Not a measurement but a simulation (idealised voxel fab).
process module | voxel capacitor over wiring
cross-section cut | 225 nm wide | cells 5 nm
A cross-section is a grid of square cells, given in bands from the top down. A band is one or more rows of cells.
Each band's line starts with the height of the band's top and of its bottom, in nm. Then come its materials from left to right, each with its width in nm. One material with "throughout" fills the band from edge to edge. "air" is empty space.
Height 0 is the level under which the wafer as received is all one material. The lowest band goes on downwards, as in "0 down".
A width such as "30 to 40" changes by the same amount from each row of cells to the next, from the band's top row to its bottom row.
"no change" after a step means that no cell of the cross-section changed.
closed voids: empty space of 8 cells or more with no open way to the top, each as width x height at its distance from the left edge, in nm
after a step's settings: what the simulator itself notes on the step
overlay nm, on a step with a mask: how far to the right of its planned place the mask lay; to the left if negative
plan
1 op RECEIVE | material Si
2 op CONFORMAL_DEP | material SiO2 | thk nm 15
3 op DIRECTIONAL_DEP | material TiN | thk nm 5
4 op DIRECTIONAL_DEP | material W | thk nm 15
5 op DIRECTIONAL_DEP | material aC | thk nm 10
6 op PATTERN | tone cover | mask id METAL_1 | material resist | width nm 30 | pitch nm 95 | thk nm 30 | overlay nm -15
7 op DIRECTIONAL_ETCH | etch materials aC | depth nm 10
8 op STRIP | etch materials resist
9 op DIRECTIONAL_ETCH | etch materials W | depth nm 15
10 op DIRECTIONAL_ETCH | etch materials TiN | depth nm 5
11 op STRIP | etch materials aC
12 op CONFORMAL_DEP | material SiN | thk nm 5
13 op FILL_DEP | material lowk | thk nm 10
14 op CMP | height nm 35
15 op CONFORMAL_DEP | material SiCN | thk nm 5
16 op DIRECTIONAL_DEP | material SiO2 | thk nm 20
17 op PATTERN | tone open | mask id PLUG_1 | material resist | width nm 15 | thk nm 20 | overlay nm 0
18 op DIRECTIONAL_ETCH | etch materials SiO2 | depth nm 20
19 op DIRECTIONAL_ETCH | etch materials SiCN | depth nm 5
20 op STRIP | etch materials resist
21 op EPI | material Ru | thk nm 10
22 op EPI | material Ru | thk nm 10
23 op EPI | material Ru | thk nm 5
24 op DIRECTIONAL_DEP | material TiN | thk nm 5
25 op DIRECTIONAL_DEP | material Al2O3 | thk nm 5
26 op DIRECTIONAL_DEP | material TiN | thk nm 10
27 op PATTERN | tone cover | mask id UPPER_PLATE | material resist | width nm 70 | thk nm 20 | overlay nm 0
28 op DIRECTIONAL_ETCH | etch materials TiN | depth nm 10
29 op DIRECTIONAL_ETCH | etch materials Al2O3 | depth nm 5
30 op STRIP | etch materials resist
31 op PATTERN | tone cover | mask id LOWER_PLATE | material resist | width nm 80 | thk nm 15 | overlay nm 0
32 op DIRECTIONAL_ETCH | etch materials TiN | depth nm 5
33 op STRIP | etch materials resist
34 op FILL_DEP | material SiO2 | thk nm 20
35 op CMP | height nm 95
36 op MASKED_ETCH | tone open | mask id PLUG_2 | width nm 15 | etch materials SiO2 | depth nm 15 | overlay nm 0
37 op CONFORMAL_DEP | material TiN | thk nm 5
38 op FILL_DEP | material W | thk nm 10
39 op CMP | height nm 95
40 op CONFORMAL_DEP | material SiCN | thk nm 5
varied across the wafers: overlay nm of step 6. The plan shows the first wafer's value. All wafers start alike
first wafer as received, after step 1
  0 down: Si throughout
  closed voids: none
each wafer at the end: cells of each material gained (+) or lost (-) since it was received, then its closed voids
overlay nm -15 | +14 Al2O3 | +87 SiCN | +45 SiN | +566 SiO2 | +63 TiN | +38 W | +87 lowk | closed voids: none
overlay nm -10 | +14 Al2O3 | +15 Ru | +87 SiCN | +45 SiN | +551 SiO2 | +63 TiN | +38 W | +87 lowk | closed voids: none
overlay nm -5 | +14 Al2O3 | +15 Ru | +87 SiCN | +45 SiN | +551 SiO2 | +63 TiN | +38 W | +87 lowk | closed voids: none
overlay nm 0 | +14 Al2O3 | +15 Ru | +87 SiCN | +45 SiN | +551 SiO2 | +63 TiN | +38 W | +87 lowk | closed voids: none
overlay nm 5 | +14 Al2O3 | +15 Ru | +87 SiCN | +45 SiN | +551 SiO2 | +63 TiN | +38 W | +87 lowk | closed voids: none
overlay nm 10 | +14 Al2O3 | +15 Ru | +87 SiCN | +45 SiN | +551 SiO2 | +63 TiN | +38 W | +87 lowk | closed voids: none
overlay nm 15 | +14 Al2O3 | +15 Ru | +87 SiCN | +45 SiN | +551 SiO2 | +63 TiN | +38 W | +87 lowk | closed voids: none
